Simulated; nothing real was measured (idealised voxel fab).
Module name: voxel transistor to metal (process module)
The width of the displayed cross-section, cut, is 200 nm; its cells are square, with a size of 5 nm.
Notation: cross-section as square-cell grid; stated in bands, top first, going down; one or more cell rows per band. Each band's line starts with the height of the band's top and of its bottom, in nm. Then come its materials from left to right, each with its width in nm. One material with "throughout" fills the band from edge to edge. "empty" is empty space. It should be noted that heights are counted from 0, beneath which the wafer as supplied is of one material throughout, and that the lowest band possesses no lower boundary but continues downward, as written in "top 0, no bottom". The two numbers in a width such as "30->40" mark its ends across the band: the first belongs to the top row of cells, the second to the bottom row, and from each row to the next the width moves by the same amount. It should be understood that the words "nothing altered", when stated for a given step, signify that the cross-section underwent no change in any of its cells during that step. The entry "Cavities, closed" lists the empty spaces that cover at least 8 cells and have no open path to the top. Each is written as width x height at distance, where the distance is measured from the left edge and all three values are in nm. Anything after a step's settings on that line? It's the simulator's own note about the step. overlay nm, on a step with a mask: how far to the right of its planned place the mask lay; to the left if negative.
The steps planned for the process are as follows:
step 1: RECEIVE with material Si
step 2: OXIDIZE with depth nm 5
step 3: CONFORMAL_DEP with material SiN, thk nm 15
step 4: PATTERN with tone cover, mask id ACTIVE, material resist, width nm 125, thk nm 15, overlay nm 0
step 5: DIRECTIONAL_ETCH with etch materials SiN, depth nm 15
step 6: DIRECTIONAL_ETCH with etch materials SiO2, depth nm 5
step 7: DIRECTIONAL_ETCH with etch materials Si, depth nm 25
step 8: STRIP with etch materials resist
step 9: OXIDIZE with depth nm 5
step 10: FILL_DEP with material SiO2, thk nm 10
step 11: CMP with height nm 15
step 12: SELECTIVE_ETCH with etch materials SiO2, depth nm 10
step 13: STRIP with etch materials SiN
step 14: SELECTIVE_ETCH with etch materials SiO2, depth nm 5
step 15: OXIDIZE with depth nm 5
step 16: DIRECTIONAL_DEP with material polySi, thk nm 20
step 17: DIRECTIONAL_DEP with material SiCN, thk nm 15
step 18: PATTERN with tone cover, mask id GATE, material resist, width nm 35, thk nm 15, overlay nm 0
step 19: DIRECTIONAL_ETCH with etch materials SiCN, depth nm 25
step 20: DIRECTIONAL_ETCH with etch materials polySi, depth nm 30
step 21: STRIP with etch materials resist
step 22: CONFORMAL_DEP with material SiN, thk nm 10
step 23: DIRECTIONAL_ETCH with etch materials SiN, depth nm 10
step 24: DIRECTIONAL_ETCH with etch materials SiO2, depth nm 5
step 25: DIRECTIONAL_ETCH with etch materials Si, depth nm 10
step 26: EPI with material SiGe, thk nm 10
step 27: FILL_DEP with material SiO2, thk nm 5
step 28: CMP with height nm 15
step 29: STRIP with etch materials polySi
step 30: SELECTIVE_ETCH with etch materials SiO2, depth nm 5
step 31: CONFORMAL_DEP with material HfO2, thk nm 5
step 32: CONFORMAL_DEP with material TiN, thk nm 5
step 33: FILL_DEP with material W, thk nm 10
step 34: CMP with height nm 10
step 35: DIRECTIONAL_DEP with material SiO2, thk nm 10
step 36: MASKED_ETCH with tone open, mask id CONTACT, width nm 15, pitch nm 90, etch materials SiO2, depth nm 30, overlay nm -15
step 37: CONFORMAL_DEP with material TiN, thk nm 5
step 38: FILL_DEP with material W, thk nm 10
step 39: CMP with height nm 20
step 40: CONFORMAL_DEP with material SiN, thk nm 5
step 41: DIRECTIONAL_DEP with material SiO2, thk nm 20
step 42: PATTERN with tone open, mask id METAL_1, material resist, width nm 15, pitch nm 90, thk nm 20, overlay nm 0
step 43: DIRECTIONAL_ETCH with etch materials SiO2, depth nm 20
step 44: DIRECTIONAL_ETCH with etch materials SiN, depth nm 5
step 45: STRIP with etch materials resist
step 46: CONFORMAL_DEP with material TiN, thk nm 5
step 47: FILL_DEP with material Cu, thk nm 5
step 48: CMP with height nm 45
step 49: CONFORMAL_DEP with material SiN, thk nm 5
The plan's step 36 overlay nm is the first wafer's value; the wafers differ in this setting and start identical.
Step 1 complete: as-received cross-section of the first of several wafers:
> top 0, no bottom = Si throughout
> Cavities, closed: none
So in this table every wafer gets its own row, and what you see is where it stands at the end of the module: for each material, how many cells it picked up (+) or gave up (-) since we received it, and after that its closed voids:
overlay nm -15 | +8 Cu | +15 HfO2 | -189 Si | +32 SiGe | +90 SiN | +383 SiO2 | +51 TiN | +10 W | Cavities, closed: none
overlay nm -10 | +8 Cu | +15 HfO2 | -189 Si | +32 SiGe | +90 SiN | +377 SiO2 | +55 TiN | +12 W | Cavities, closed: none
overlay nm -5 | +8 Cu | +15 HfO2 | -189 Si | +32 SiGe | +90 SiN | +373 SiO2 | +57 TiN | +14 W | Cavities, closed: none
overlay nm 0 | +8 Cu | +15 HfO2 | -189 Si | +32 SiGe | +90 SiN | +371 SiO2 | +57 TiN | +16 W | Cavities, closed: none
overlay nm 5 | +8 Cu | +15 HfO2 | -189 Si | +32 SiGe | +90 SiN | +373 SiO2 | +57 TiN | +14 W | Cavities, closed: none
overlay nm 10 | +8 Cu | +15 HfO2 | -189 Si | +32 SiGe | +90 SiN | +377 SiO2 | +55 TiN | +12 W | Cavities, closed: none
overlay nm 15 | +8 Cu | +15 HfO2 | -189 Si | +32 SiGe | +90 SiN | +383 SiO2 | +51 TiN | +10 W | Cavities, closed: none
